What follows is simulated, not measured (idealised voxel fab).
The following is a process module called voxel self aligned vias.
Cross-section cut spans 265 nm and uses square cells 5 nm in size.
When this document writes out a cross-section, it uses a grid of square cells and lists it as bands, beginning at the top and moving down, with a band standing for one or more rows of cells.
What a band's entry tells you: where the top is and where the bottom is, as heights in nm, and after that what lies inside, material by material from left to right, each with its width in nm. Empty space is written as the word "blank", and a single material marked with the word "edge to edge" occupies the band from edge to edge.
Counting heights begins at 0, where everything beneath is, in the wafer as received, one material. The lowest band has no bottom; it goes on downwards, as "0 nm and below" shows.
Note: "30->40" means the width goes from the first number (top row of the band) to the second number (bottom row) in equal steps per row of cells.
"everything unchanged" (step): cross-section cells unchanged, all of them.
Any empty space of 8 cells or more lacking an open way to the top shows up in "Closed void roster" as width x height at distance, distance from the left edge, in nm.
Heads up: the bit after the settings on a step's line is the simulator's remark on that step.
If you see "overlay nm" on a step's line and that step has a mask, it's telling you how far right of where it was planned the mask ended up; a negative number means it went left instead.
Read each pair as before and after one process step. The after cross-section shows only down to the lowest band that changed. The step between them and its settings are given below the pair. Pairs can come from different runs of this module on the same starting wafer. A pair continues from the pair above only where its "Structure before processing" entry says so.

Structure before processing:
	110 nm to 75 nm | resist (40) | blank (40) | resist (30) | blank (40) | resist (30) | blank (40) | resist (45)
	75 nm to 60 nm | aC edge to edge
	60 nm to 45 nm | SiO2 edge to edge
	45 nm to 40 nm | SiN edge to edge
	40 nm to 35 nm | SiO2 (45) | SiN (30) | SiO2 (40) | SiN (30) | SiO2 (40) | SiN (30) | SiO2 (50)
	35 nm to 20 nm | SiO2 (45) | TiN (5) | Ru (20) | TiN (5) | SiO2 (40) | TiN (5) | Ru (20) | TiN (5) | SiO2 (40) | TiN (5) | Ru (20) | TiN (5) | SiO2 (50)
	20 nm to 15 nm | SiO2 (45) | TiN (30) | SiO2 (40) | TiN (30) | SiO2 (40) | TiN (30) | SiO2 (50)
	15 nm to 10 nm | SiCN edge to edge
	10 nm to 0 nm | SiO2 edge to edge
	0 nm and below | Si edge to edge
	Closed void roster: none

Sectional Result:
	95 nm to 75 nm | resist (40) | blank (40) | resist (30) | blank (40) | resist (30) | blank (40) | resist (45)
	75 nm to 60 nm | aC (40) | blank (40) | aC (30) | blank (40) | aC (30) | blank (40) | aC (45)
	Below 60 it's all the same as before, nothing changed down there.
	Closed void roster: none
The step carried out between the cross-section before it and the cross-section after it, both shown above, is DIRECTIONAL_ETCH with etch materials aC, depth nm 15

Structure before processing: after-state, pair directly above.

Sectional Result:
	75 nm to 60 nm | aC (40) | blank (40) | aC (30) | blank (40) | aC (30) | blank (40) | aC (45)
	Below 60 it's all the same as before, nothing changed down there.
	Closed void roster: none
The step carried out between the cross-section before it and the cross-section after it, both shown above, is STRIP with etch materials resist

Structure before processing: after-state, pair directly above.

Sectional Result:
	75 nm to 60 nm | aC (40) | blank (40) | aC (30) | blank (40) | aC (30) | blank (40) | aC (45)
	60 nm to 45 nm | SiO2 (40) | blank (40) | SiO2 (30) | blank (40) | SiO2 (30) | blank (40) | SiO2 (45)
	Below 45 it's all the same as before, nothing changed down there.
	Closed void roster: none
The step carried out between the cross-section before it and the cross-section after it, both shown above, is DIRECTIONAL_ETCH with etch materials SiO2, depth nm 15

Structure before processing: after-state, pair directly above.

Sectional Result:
	75 nm to 60 nm | aC (40) | blank (40) | aC (30) | blank (40) | aC (30) | blank (40) | aC (45)
	60 nm to 45 nm | SiO2 (40) | blank (40) | SiO2 (30) | blank (40) | SiO2 (30) | blank (40) | SiO2 (45)
	45 nm to 40 nm | SiN (40) | blank (40) | SiN (30) | blank (40) | SiN (30) | blank (40) | SiN (45)
	40 nm to 35 nm | SiO2 (45) | blank (30) | SiO2 (40) | blank (30) | SiO2 (40) | blank (30) | SiO2 (50)
	Below 35 it's all the same as before, nothing changed down there.
	Closed void roster: none
The step carried out between the cross-section before it and the cross-section after it, both shown above, is DIRECTIONAL_ETCH with etch materials SiN, depth nm 10

Structure before processing: after-state, pair directly above.

Sectional Result:
	60 nm to 45 nm | SiO2 (40) | blank (40) | SiO2 (30) | blank (40) | SiO2 (30) | blank (40) | SiO2 (45)
	Below 45 it's all the same as before, nothing changed down there.
	Closed void roster: none
The step carried out between the cross-section before it and the cross-section after it, both shown above, is STRIP with etch materials aC

Structure before processing: after-state, pair directly above.

Sectional Result:
	65 nm to 60 nm | TiN (45) | blank (30) | TiN (40) | blank (30) | TiN (40) | blank (30) | TiN (50)
	60 nm to 45 nm | SiO2 (40) | TiN (5) | blank (30) | TiN (5) | SiO2 (30) | TiN (5) | blank (30) | TiN (5) | SiO2 (30) | TiN (5) | blank (30) | TiN (5) | SiO2 (45)
	45 nm to 40 nm | SiN (40) | TiN (10) | blank (20) | TiN (10) | SiN (30) | TiN (10) | blank (20) | TiN (10) | SiN (30) | TiN (10) | blank (20) | TiN (10) | SiN (45)
	40 nm to 35 nm | SiO2 (45) | TiN (30) | SiO2 (40) | TiN (30) | SiO2 (40) | TiN (30) | SiO2 (50)
	Below 35 it's all the same as before, nothing changed down there.
	Closed void roster: none
The step carried out between the cross-section before it and the cross-section after it, both shown above, is CONFORMAL_DEP with material TiN, thk nm 5

Structure before processing: after-state, pair directly above.

Sectional Result:
	75 nm to 65 nm | W edge to edge
	65 nm to 60 nm | TiN (45) | W (30) | TiN (40) | W (30) | TiN (40) | W (30) | TiN (50)
	60 nm to 45 nm | SiO2 (40) | TiN (5) | W (30) | TiN (5) | SiO2 (30) | TiN (5) | W (30) | TiN (5) | SiO2 (30) | TiN (5) | W (30) | TiN (5) | SiO2 (45)
	45 nm to 40 nm | SiN (40) | TiN (10) | W (20) | TiN (10) | SiN (30) | TiN (10) | W (20) | TiN (10) | SiN (30) | TiN (10) | W (20) | TiN (10) | SiN (45)
	Below 40 it's all the same as before, nothing changed down there.
	Closed void roster: none
The step carried out between the cross-section before it and the cross-section after it, both shown above, is FILL_DEP with material W, thk nm 10

Structure before processing: after-state, pair directly above.

Sectional Result:
	60 nm to 45 nm | SiO2 (40) | TiN (5) | W (30) | TiN (5) | SiO2 (30) | TiN (5) | W (30) | TiN (5) | SiO2 (30) | TiN (5) | W (30) | TiN (5) | SiO2 (45)
	Below 45 it's all the same as before, nothing changed down there.
	Closed void roster: none
The step carried out between the cross-section before it and the cross-section after it, both shown above, is CMP with height nm 60

Structure before processing: after-state, pair directly above.

Sectional Result:
	65 nm to 60 nm | SiCN edge to edge
	Below 60 it's all the same as before, nothing changed down there.
	Closed void roster: none
The step carried out between the cross-section before it and the cross-section after it, both shown above, is CONFORMAL_DEP with material SiCN, thk nm 5

Structure before processing:
	75 nm to 60 nm | aC edge to edge
	60 nm to 45 nm | SiO2 edge to edge
	45 nm to 35 nm | SiO2 (45) | SiN (30) | SiO2 (40) | SiN (30) | SiO2 (40) | SiN (30) | SiO2 (50)
	35 nm to 25 nm | SiO2 (45) | TiN (5) | Ru (20) | TiN (5) | SiO2 (40) | TiN (5) | Ru (20) | TiN (5) | SiO2 (40) | TiN (5) | Ru (20) | TiN (5) | SiO2 (50)
	25 nm to 20 nm | SiO2 (45) | TiN (30) | SiO2 (40) | TiN (30) | SiO2 (40) | TiN (30) | SiO2 (50)
	20 nm to 15 nm | SiCN edge to edge
	15 nm to 0 nm | SiO2 edge to edge
	0 nm and below | Si edge to edge
	Closed void roster: none

Sectional Result:
	110 nm to 75 nm | resist (45) | blank (30) | resist (40) | blank (30) | resist (40) | blank (30) | resist (50)
	Below 75 it's all the same as before, nothing changed down there.
	Closed void roster: none
The step carried out between the cross-section before it and the cross-section after it, both shown above, is PATTERN with tone open, mask id VIAS, material resist, width nm 30, pitch nm 70, thk nm 35, overlay nm 0

Structure before processing: after-state, pair directly above.

Sectional Result:
	95 nm to 75 nm | resist (45) | blank (30) | resist (40) | blank (30) | resist (40) | blank (30) | resist (50)
	75 nm to 60 nm | aC (45) | blank (30) | aC (40) | blank (30) | aC (40) | blank (30) | aC (50)
	Below 60 it's all the same as before, nothing changed down there.
	Closed void roster: none
The step carried out between the cross-section before it and the cross-section after it, both shown above, is DIRECTIONAL_ETCH with etch materials aC, depth nm 15

Structure before processing: after-state, pair directly above.

Sectional Result:
	75 nm to 60 nm | aC (45) | blank (30) | aC (40) | blank (30) | aC (40) | blank (30) | aC (50)
	Below 60 it's all the same as before, nothing changed down there.
	Closed void roster: none
The step carried out between the cross-section before it and the cross-section after it, both shown above, is STRIP with etch materials resist

Structure before processing: after-state, pair directly above.

Sectional Result:
	75 nm to 60 nm | aC (45) | blank (30) | aC (40) | blank (30) | aC (40) | blank (30) | aC (50)
	60 nm to 45 nm | SiO2 (45) | blank (30) | SiO2 (40) | blank (30) | SiO2 (40) | blank (30) | SiO2 (50)
	Below 45 it's all the same as before, nothing changed down there.
	Closed void roster: none
The step carried out between the cross-section before it and the cross-section after it, both shown above, is DIRECTIONAL_ETCH with etch materials SiO2, depth nm 15

Structure before processing: after-state, pair directly above.

Sectional Result:
	75 nm to 60 nm | aC (45) | blank (30) | aC (40) | blank (30) | aC (40) | blank (30) | aC (50)
	60 nm to 35 nm | SiO2 (45) | blank (30) | SiO2 (40) | blank (30) | SiO2 (40) | blank (30) | SiO2 (50)
	Below 35 it's all the same as before, nothing changed down there.
	Closed void roster: none
The step carried out between the cross-section before it and the cross-section after it, both shown above, is DIRECTIONAL_ETCH with etch materials SiN, depth nm 10

Structure before processing: after-state, pair directly above.

Sectional Result:
	60 nm to 35 nm | SiO2 (45) | blank (30) | SiO2 (40) | blank (30) | SiO2 (40) | blank (30) | SiO2 (50)
	Below 35 it's all the same as before, nothing changed down there.
	Closed void roster: none
The step carried out between the cross-section before it and the cross-section after it, both shown above, is STRIP with etch materials aC

Structure before processing: after-state, pair directly above.

Sectional Result:
	65 nm to 60 nm | TiN (50) | blank (20) | TiN (50) | blank (20) | TiN (50) | blank (20) | TiN (55)
	60 nm to 40 nm | SiO2 (45) | TiN (5) | blank (20) | TiN (5) | SiO2 (40) | TiN (5) | blank (20) | TiN (5) | SiO2 (40) | TiN (5) | blank (20) | TiN (5) | SiO2 (50)
	40 nm to 35 nm | SiO2 (45) | TiN (30) | SiO2 (40) | TiN (30) | SiO2 (40) | TiN (30) | SiO2 (50)
	Below 35 it's all the same as before, nothing changed down there.
	Closed void roster: none
The step carried out between the cross-section before it and the cross-section after it, both shown above, is CONFORMAL_DEP with material TiN, thk nm 5

Structure before processing: after-state, pair directly above.

Sectional Result:
	75 nm to 65 nm | W edge to edge
	65 nm to 60 nm | TiN (50) | W (20) | TiN (50) | W (20) | TiN (50) | W (20) | TiN (55)
	60 nm to 40 nm | SiO2 (45) | TiN (5) | W (20) | TiN (5) | SiO2 (40) | TiN (5) | W (20) | TiN (5) | SiO2 (40) | TiN (5) | W (20) | TiN (5) | SiO2 (50)
	Below 40 it's all the same as before, nothing changed down there.
	Closed void roster: none
The step carried out between the cross-section before it and the cross-section after it, both shown above, is FILL_DEP with material W, thk nm 10

Structure before processing: after-state, pair directly above.

Sectional Result:
	60 nm to 40 nm | SiO2 (45) | TiN (5) | W (20) | TiN (5) | SiO2 (40) | TiN (5) | W (20) | TiN (5) | SiO2 (40) | TiN (5) | W (20) | TiN (5) | SiO2 (50)
	Below 40 it's all the same as before, nothing changed down there.
	Closed void roster: none
The step carried out between the cross-section before it and the cross-section after it, both shown above, is CMP with height nm 60

Structure before processing: after-state, pair directly above.

Sectional Result:
	65 nm to 60 nm | SiCN edge to edge
	Below 60 it's all the same as before, nothing changed down there.
	Closed void roster: none
The step carried out between the cross-section before it and the cross-section after it, both shown above, is CONFORMAL_DEP with material SiCN, thk nm 5

Structure before processing:
	45 nm to 20 nm | SiO2 edge to edge
	20 nm to 15 nm | SiCN edge to edge
	15 nm to 0 nm | SiO2 edge to edge
	0 nm and below | Si edge to edge
	Closed void roster: none

Sectional Result:
	65 nm to 45 nm | resist (40) | blank (30) | resist (40) | blank (30) | resist (40) | blank (30) | resist (55)
	Below 45 it's all the same as before, nothing changed down there.
	Closed void roster: none
The step carried out between the cross-section before it and the cross-section after it, both shown above, is PATTERN with tone open, mask id LINES, material resist, width nm 30, pitch nm 70, thk nm 20, overlay nm -5

Structure before processing: after-state, pair directly above.

Sectional Result:
	65 nm to 45 nm | resist (40) | blank (30) | resist (40) | blank (30) | resist (40) | blank (30) | resist (55)
	45 nm to 20 nm | SiO2 (40) | blank (30) | SiO2 (40) | blank (30) | SiO2 (40) | blank (30) | SiO2 (55)
	Below 20 it's all the same as before, nothing changed down there.
	Closed void roster: none
The step carried out between the cross-section before it and the cross-section after it, both shown above, is DIRECTIONAL_ETCH with etch materials SiO2, depth nm 25

Structure before processing: after-state, pair directly above.

Sectional Result:
	45 nm to 20 nm | SiO2 (40) | blank (30) | SiO2 (40) | blank (30) | SiO2 (40) | blank (30) | SiO2 (55)
	Below 20 it's all the same as before, nothing changed down there.
	Closed void roster: none
The step carried out between the cross-section before it and the cross-section after it, both shown above, is STRIP with etch materials resist

Structure before processing: after-state, pair directly above.

Sectional Result:
	50 nm to 45 nm | TiN (45) | blank (20) | TiN (50) | blank (20) | TiN (50) | blank (20) | TiN (60)
	45 nm to 25 nm | SiO2 (40) | TiN (5) | blank (20) | TiN (5) | SiO2 (40) | TiN (5) | blank (20) | TiN (5) | SiO2 (40) | TiN (5) | blank (20) | TiN (5) | SiO2 (55)
	25 nm to 20 nm | SiO2 (40) | TiN (30) | SiO2 (40) | TiN (30) | SiO2 (40) | TiN (30) | SiO2 (55)
	Below 20 it's all the same as before, nothing changed down there.
	Closed void roster: none
The step carried out between the cross-section before it and the cross-section after it, both shown above, is CONFORMAL_DEP with material TiN, thk nm 5

Structure before processing: after-state, pair directly above.

Sectional Result:
	55 nm to 50 nm | Ru edge to edge
	50 nm to 45 nm | TiN (45) | Ru (20) | TiN (50) | Ru (20) | TiN (50) | Ru (20) | TiN (60)
	45 nm to 25 nm | SiO2 (40) | TiN (5) | Ru (20) | TiN (5) | SiO2 (40) | TiN (5) | Ru (20) | TiN (5) | SiO2 (40) | TiN (5) | Ru (20) | TiN (5) | SiO2 (55)
	Below 25 it's all the same as before, nothing changed down there.
	Closed void roster: none
The step carried out between the cross-section before it and the cross-section after it, both shown above, is FILL_DEP with material Ru, thk nm 5

Structure before processing: after-state, pair directly above.

Sectional Result:
	45 nm to 25 nm | SiO2 (40) | TiN (5) | Ru (20) | TiN (5) | SiO2 (40) | TiN (5) | Ru (20) | TiN (5) | SiO2 (40) | TiN (5) | Ru (20) | TiN (5) | SiO2 (55)
	Below 25 it's all the same as before, nothing changed down there.
	Closed void roster: none
The step carried out between the cross-section before it and the cross-section after it, both shown above, is CMP with height nm 45

Structure before processing: after-state, pair directly above.

Sectional Result:
	45 nm to 35 nm | SiO2 (40) | blank (30) | SiO2 (40) | blank (30) | SiO2 (40) | blank (30) | SiO2 (55)
	Below 35 it's all the same as before, nothing changed down there.
	Closed void roster: none
The step carried out between the cross-section before it and the cross-section after it, both shown above, is SELECTIVE_ETCH with etch materials W Ru TiN, depth nm 10

Structure before processing: after-state, pair directly above.

Sectional Result:
	55 nm to 45 nm | SiN edge to edge
	45 nm to 35 nm | SiO2 (40) | SiN (30) | SiO2 (40) | SiN (30) | SiO2 (40) | SiN (30) | SiO2 (55)
	Below 35 it's all the same as before, nothing changed down there.
	Closed void roster: none
The step carried out between the cross-section before it and the cross-section after it, both shown above, is FILL_DEP with material SiN, thk nm 10

Structure before processing: after-state, pair directly above.

Sectional Result:
	45 nm to 35 nm | SiO2 (40) | SiN (30) | SiO2 (40) | SiN (30) | SiO2 (40) | SiN (30) | SiO2 (55)
	Below 35 it's all the same as before, nothing changed down there.
	Closed void roster: none
The step carried out between the cross-section before it and the cross-section after it, both shown above, is CMP with height nm 45

Structure before processing: after-state, pair directly above.

Sectional Result:
	60 nm to 45 nm | SiO2 edge to edge
	Below 45 it's all the same as before, nothing changed down there.
	Closed void roster: none
The step carried out between the cross-section before it and the cross-section after it, both shown above, is DIRECTIONAL_DEP with material SiO2, thk nm 15

Structure before processing: after-state, pair directly above.

Sectional Result:
	75 nm to 60 nm | aC edge to edge
	Below 60 it's all the same as before, nothing changed down there.
	Closed void roster: none
The step carried out between the cross-section before it and the cross-section after it, both shown above, is DIRECTIONAL_DEP with material aC, thk nm 15

Structure before processing: after-state, pair directly above.

Sectional Result:
	110 nm to 75 nm | resist (40) | blank (40) | resist (30) | blank (40) | resist (30) | blank (40) | resist (45)
	Below 75 it's all the same as before, nothing changed down there.
	Closed void roster: none
The step carried out between the cross-section before it and the cross-section after it, both shown above, is PATTERN with tone open, mask id VIAS, material resist, width nm 40, pitch nm 70, thk nm 35, overlay nm 0

Structure before processing: after-state, pair directly above.

Sectional Result:
	95 nm to 75 nm | resist (40) | blank (40) | resist (30) | blank (40) | resist (30) | blank (40) | resist (45)
	75 nm to 60 nm | aC (40) | blank (40) | aC (30) | blank (40) | aC (30) | blank (40) | aC (45)
	Below 60 it's all the same as before, nothing changed down there.
	Closed void roster: none
The step carried out between the cross-section before it and the cross-section after it, both shown above, is DIRECTIONAL_ETCH with etch materials aC, depth nm 15

Structure before processing: after-state, pair directly above.

Sectional Result:
	75 nm to 60 nm | aC (40) | blank (40) | aC (30) | blank (40) | aC (30) | blank (40) | aC (45)
	Below 60 it's all the same as before, nothing changed down there.
	Closed void roster: none
The step carried out between the cross-section before it and the cross-section after it, both shown above, is STRIP with etch materials resist

Structure before processing: after-state, pair directly above.

Sectional Result:
	75 nm to 60 nm | aC (40) | blank (40) | aC (30) | blank (40) | aC (30) | blank (40) | aC (45)
	60 nm to 45 nm | SiO2 (40) | blank (40) | SiO2 (30) | blank (40) | SiO2 (30) | blank (40) | SiO2 (45)
	Below 45 it's all the same as before, nothing changed down there.
	Closed void roster: none
The step carried out between the cross-section before it and the cross-section after it, both shown above, is DIRECTIONAL_ETCH with etch materials SiO2, depth nm 15

Structure before processing: after-state, pair directly above.

Sectional Result:
	75 nm to 60 nm | aC (40) | blank (40) | aC (30) | blank (40) | aC (30) | blank (40) | aC (45)
	60 nm to 45 nm | SiO2 (40) | blank (40) | SiO2 (30) | blank (40) | SiO2 (30) | blank (40) | SiO2 (45)
	45 nm to 35 nm | SiO2 (40) | blank (30) | SiO2 (40) | blank (30) | SiO2 (40) | blank (30) | SiO2 (55)
	Below 35 it's all the same as before, nothing changed down there.
	Closed void roster: none
The step carried out between the cross-section before it and the cross-section after it, both shown above, is DIRECTIONAL_ETCH with etch materials SiN, depth nm 10

Structure before processing: after-state, pair directly above.

Sectional Result:
	60 nm to 45 nm | SiO2 (40) | blank (40) | SiO2 (30) | blank (40) | SiO2 (30) | blank (40) | SiO2 (45)
	Below 45 it's all the same as before, nothing changed down there.
	Closed void roster: none
The step carried out between the cross-section before it and the cross-section after it, both shown above, is STRIP with etch materials aC

Structure before processing: after-state, pair directly above.

Sectional Result:
	65 nm to 60 nm | TiN (45) | blank (30) | TiN (40) | blank (30) | TiN (40) | blank (30) | TiN (50)
	60 nm to 50 nm | SiO2 (40) | TiN (5) | blank (30) | TiN (5) | SiO2 (30) | TiN (5) | blank (30) | TiN (5) | SiO2 (30) | TiN (5) | blank (30) | TiN (5) | SiO2 (45)
	50 nm to 40 nm | SiO2 (40) | TiN (5) | blank (20) | TiN (15->5) | SiO2 (30->40) | TiN (5) | blank (20) | TiN (15->5) | SiO2 (30->40) | TiN (5) | blank (20) | TiN (15->5) | SiO2 (45->55)
	40 nm to 35 nm | SiO2 (40) | TiN (30) | SiO2 (40) | TiN (30) | SiO2 (40) | TiN (30) | SiO2 (55)
	Below 35 it's all the same as before, nothing changed down there.
	Closed void roster: none
The step carried out between the cross-section before it and the cross-section after it, both shown above, is CONFORMAL_DEP with material TiN, thk nm 5

Structure before processing: after-state, pair directly above.

Sectional Result:
	75 nm to 65 nm | W edge to edge
	65 nm to 60 nm | TiN (45) | W (30) | TiN (40) | W (30) | TiN (40) | W (30) | TiN (50)
	60 nm to 50 nm | SiO2 (40) | TiN (5) | W (30) | TiN (5) | SiO2 (30) | TiN (5) | W (30) | TiN (5) | SiO2 (30) | TiN (5) | W (30) | TiN (5) | SiO2 (45)
	50 nm to 40 nm | SiO2 (40) | TiN (5) | W (20) | TiN (15->5) | SiO2 (30->40) | TiN (5) | W (20) | TiN (15->5) | SiO2 (30->40) | TiN (5) | W (20) | TiN (15->5) | SiO2 (45->55)
	Below 40 it's all the same as before, nothing changed down there.
	Closed void roster: none
The step carried out between the cross-section before it and the cross-section after it, both shown above, is FILL_DEP with material W, thk nm 10

Structure before processing: after-state, pair directly above.

Sectional Result:
	60 nm to 50 nm | SiO2 (40) | TiN (5) | W (30) | TiN (5) | SiO2 (30) | TiN (5) | W (30) | TiN (5) | SiO2 (30) | TiN (5) | W (30) | TiN (5) | SiO2 (45)
	Below 50 it's all the same as before, nothing changed down there.
	Closed void roster: none
The step carried out between the cross-section before it and the cross-section after it, both shown above, is CMP with height nm 60

Structure before processing: after-state, pair directly above.

Sectional Result:
	65 nm to 60 nm | SiCN edge to edge
	Below 60 it's all the same as before, nothing changed down there.
	Closed void roster: none
The step carried out between the cross-section before it and the cross-section after it, both shown above, is CONFORMAL_DEP with material SiCN, thk nm 5

Structure before processing:
	60 nm to 50 nm | SiO2 (40) | TiN (5) | W (30) | TiN (5) | SiO2 (30) | TiN (5) | W (30) | TiN (5) | SiO2 (30) | TiN (5) | W (30) | TiN (5) | SiO2 (45)
	50 nm to 40 nm | SiO2 (40->45) | TiN (10->5) | W (20) | TiN (10->5) | SiO2 (30->40) | TiN (10->5) | W (20) | TiN (10->5) | SiO2 (30->40) | TiN (10->5) | W (20) | TiN (10->5) | SiO2 (45->50)
	40 nm to 35 nm | SiO2 (45) | TiN (30) | SiO2 (40) | TiN (30) | SiO2 (40) | TiN (30) | SiO2 (50)
	35 nm to 25 nm | SiO2 (45) | TiN (5) | Ru (20) | TiN (5) | SiO2 (40) | TiN (5) | Ru (20) | TiN (5) | SiO2 (40) | TiN (5) | Ru (20) | TiN (5) | SiO2 (50)
	25 nm to 20 nm | SiO2 (45) | TiN (30) | SiO2 (40) | TiN (30) | SiO2 (40) | TiN (30) | SiO2 (50)
	20 nm to 15 nm | SiCN edge to edge
	15 nm to 0 nm | SiO2 edge to edge
	0 nm and below | Si edge to edge
	Closed void roster: none

Sectional Result:
	65 nm to 60 nm | SiO2 edge to edge
	Below 60 it's all the same as before, nothing changed down there.
	Closed void roster: none
The step carried out between the cross-section before it and the cross-section after it, both shown above, is CONFORMAL_DEP with material SiO2, thk nm 5

Structure before processing:
	45 nm to 20 nm | SiO2 edge to edge
	20 nm to 15 nm | SiCN edge to edge
	15 nm to 0 nm | SiO2 edge to edge
	0 nm and below | Si edge to edge
	Closed void roster: none

Sectional Result:
	65 nm to 45 nm | blank (45) | resist (30) | blank (40) | resist (30) | blank (40) | resist (30) | blank (50)
	Below 45 it's all the same as before, nothing changed down there.
	Closed void roster: none
The step carried out between the cross-section before it and the cross-section after it, both shown above, is PATTERN with tone cover, mask id LINES, material resist, width nm 30, pitch nm 70, thk nm 20, overlay nm 0

Structure before processing: after-state, pair directly above.

Sectional Result:
	65 nm to 45 nm | blank (45) | resist (30) | blank (40) | resist (30) | blank (40) | resist (30) | blank (50)
	45 nm to 20 nm | blank (45) | SiO2 (30) | blank (40) | SiO2 (30) | blank (40) | SiO2 (30) | blank (50)
	Below 20 it's all the same as before, nothing changed down there.
	Closed void roster: none
The step carried out between the cross-section before it and the cross-section after it, both shown above, is DIRECTIONAL_ETCH with etch materials SiO2, depth nm 25

Structure before processing: after-state, pair directly above.

Sectional Result:
	45 nm to 20 nm | blank (45) | SiO2 (30) | blank (40) | SiO2 (30) | blank (40) | SiO2 (30) | blank (50)
	Below 20 it's all the same as before, nothing changed down there.
	Closed void roster: none
The step carried out between the cross-section before it and the cross-section after it, both shown above, is STRIP with etch materials resist

Structure before processing: after-state, pair directly above.

Sectional Result:
	50 nm to 45 nm | blank (40) | TiN (40) | blank (30) | TiN (40) | blank (30) | TiN (40) | blank (45)
	45 nm to 25 nm | blank (40) | TiN (5) | SiO2 (30) | TiN (5) | blank (30) | TiN (5) | SiO2 (30) | TiN (5) | blank (30) | TiN (5) | SiO2 (30) | TiN (5) | blank (45)
	25 nm to 20 nm | TiN (45) | SiO2 (30) | TiN (40) | SiO2 (30) | TiN (40) | SiO2 (30) | TiN (50)
	Below 20 it's all the same as before, nothing changed down there.
	Closed void roster: none
The step carried out between the cross-section before it and the cross-section after it, both shown above, is CONFORMAL_DEP with material TiN, thk nm 5

Structure before processing: after-state, pair directly above.

Sectional Result:
	55 nm to 50 nm | Ru edge to edge
	50 nm to 45 nm | Ru (40) | TiN (40) | Ru (30) | TiN (40) | Ru (30) | TiN (40) | Ru (45)
	45 nm to 25 nm | Ru (40) | TiN (5) | SiO2 (30) | TiN (5) | Ru (30) | TiN (5) | SiO2 (30) | TiN (5) | Ru (30) | TiN (5) | SiO2 (30) | TiN (5) | Ru (45)
	Below 25 it's all the same as before, nothing changed down there.
	Closed void roster: none
The step carried out between the cross-section before it and the cross-section after it, both shown above, is FILL_DEP with material Ru, thk nm 5

Structure before processing: after-state, pair directly above.

Sectional Result:
	45 nm to 25 nm | Ru (40) | TiN (5) | SiO2 (30) | TiN (5) | Ru (30) | TiN (5) | SiO2 (30) | TiN (5) | Ru (30) | TiN (5) | SiO2 (30) | TiN (5) | Ru (45)
	Below 25 it's all the same as before, nothing changed down there.
	Closed void roster: none
The step carried out between the cross-section before it and the cross-section after it, both shown above, is CMP with height nm 45

Structure before processing: after-state, pair directly above.

Sectional Result:
	45 nm to 35 nm | blank (45) | SiO2 (30) | blank (40) | SiO2 (30) | blank (40) | SiO2 (30) | blank (50)
	Below 35 it's all the same as before, nothing changed down there.
	Closed void roster: none
The step carried out between the cross-section before it and the cross-section after it, both shown above, is SELECTIVE_ETCH with etch materials W Ru TiN, depth nm 10

Structure before processing: after-state, pair directly above.

Sectional Result:
	55 nm to 45 nm | SiN edge to edge
	45 nm to 35 nm | SiN (45) | SiO2 (30) | SiN (40) | SiO2 (30) | SiN (40) | SiO2 (30) | SiN (50)
	Below 35 it's all the same as before, nothing changed down there.
	Closed void roster: none
The step carried out between the cross-section before it and the cross-section after it, both shown above, is FILL_DEP with material SiN, thk nm 10

Structure before processing: after-state, pair directly above.

Sectional Result:
	45 nm to 35 nm | SiN (45) | SiO2 (30) | SiN (40) | SiO2 (30) | SiN (40) | SiO2 (30) | SiN (50)
	Below 35 it's all the same as before, nothing changed down there.
	Closed void roster: none
The step carried out between the cross-section before it and the cross-section after it, both shown above, is CMP with height nm 45

Structure before processing: after-state, pair directly above.

Sectional Result:
	60 nm to 45 nm | SiO2 edge to edge
	Below 45 it's all the same as before, nothing changed down there.
	Closed void roster: none
The step carried out between the cross-section before it and the cross-section after it, both shown above, is DIRECTIONAL_DEP with material SiO2, thk nm 15

Structure before processing: after-state, pair directly above.

Sectional Result:
	75 nm to 60 nm | aC edge to edge
	Below 60 it's all the same as before, nothing changed down there.
	Closed void roster: none
The step carried out between the cross-section before it and the cross-section after it, both shown above, is DIRECTIONAL_DEP with material aC, thk nm 15

Structure before processing: after-state, pair directly above.

Sectional Result:
	110 nm to 75 nm | resist (40) | blank (40) | resist (30) | blank (40) | resist (30) | blank (40) | resist (45)
	Below 75 it's all the same as before, nothing changed down there.
	Closed void roster: none
The step carried out between the cross-section before it and the cross-section after it, both shown above, is PATTERN with tone open, mask id VIAS, material resist, width nm 40, pitch nm 70, thk nm 35, overlay nm 0

Structure before processing: after-state, pair directly above.

Sectional Result:
	95 nm to 75 nm | resist (40) | blank (40) | resist (30) | blank (40) | resist (30) | blank (40) | resist (45)
	75 nm to 60 nm | aC (40) | blank (40) | aC (30) | blank (40) | aC (30) | blank (40) | aC (45)
	Below 60 it's all the same as before, nothing changed down there.
	Closed void roster: none
The step carried out between the cross-section before it and the cross-section after it, both shown above, is DIRECTIONAL_ETCH with etch materials aC, depth nm 15

Structure before processing: after-state, pair directly above.

Sectional Result:
	75 nm to 60 nm | aC (40) | blank (40) | aC (30) | blank (40) | aC (30) | blank (40) | aC (45)
	Below 60 it's all the same as before, nothing changed down there.
	Closed void roster: none
The step carried out between the cross-section before it and the cross-section after it, both shown above, is STRIP with etch materials resist

Structure before processing: after-state, pair directly above.

Sectional Result:
	75 nm to 60 nm | aC (40) | blank (40) | aC (30) | blank (40) | aC (30) | blank (40) | aC (45)
	60 nm to 45 nm | SiO2 (40) | blank (40) | SiO2 (30) | blank (40) | SiO2 (30) | blank (40) | SiO2 (45)
	Below 45 it's all the same as before, nothing changed down there.
	Closed void roster: none
The step carried out between the cross-section before it and the cross-section after it, both shown above, is DIRECTIONAL_ETCH with etch materials SiO2, depth nm 15

Structure before processing: after-state, pair directly above.

Sectional Result:
	75 nm to 60 nm | aC (40) | blank (40) | aC (30) | blank (40) | aC (30) | blank (40) | aC (45)
	60 nm to 45 nm | SiO2 (40) | blank (40) | SiO2 (30) | blank (40) | SiO2 (30) | blank (40) | SiO2 (45)
	45 nm to 35 nm | SiN (40) | blank (5) | SiO2 (30) | blank (5) | SiN (30) | blank (5) | SiO2 (30) | blank (5) | SiN (30) | blank (5) | SiO2 (30) | blank (5) | SiN (45)
	Below 35 it's all the same as before, nothing changed down there.
	Closed void roster: none
The step carried out between the cross-section before it and the cross-section after it, both shown above, is DIRECTIONAL_ETCH with etch materials SiN, depth nm 10

Structure before processing: after-state, pair directly above.

Sectional Result:
	60 nm to 45 nm | SiO2 (40) | blank (40) | SiO2 (30) | blank (40) | SiO2 (30) | blank (40) | SiO2 (45)
	Below 45 it's all the same as before, nothing changed down there.
	Closed void roster: none
The step carried out between the cross-section before it and the cross-section after it, both shown above, is STRIP with etch materials aC
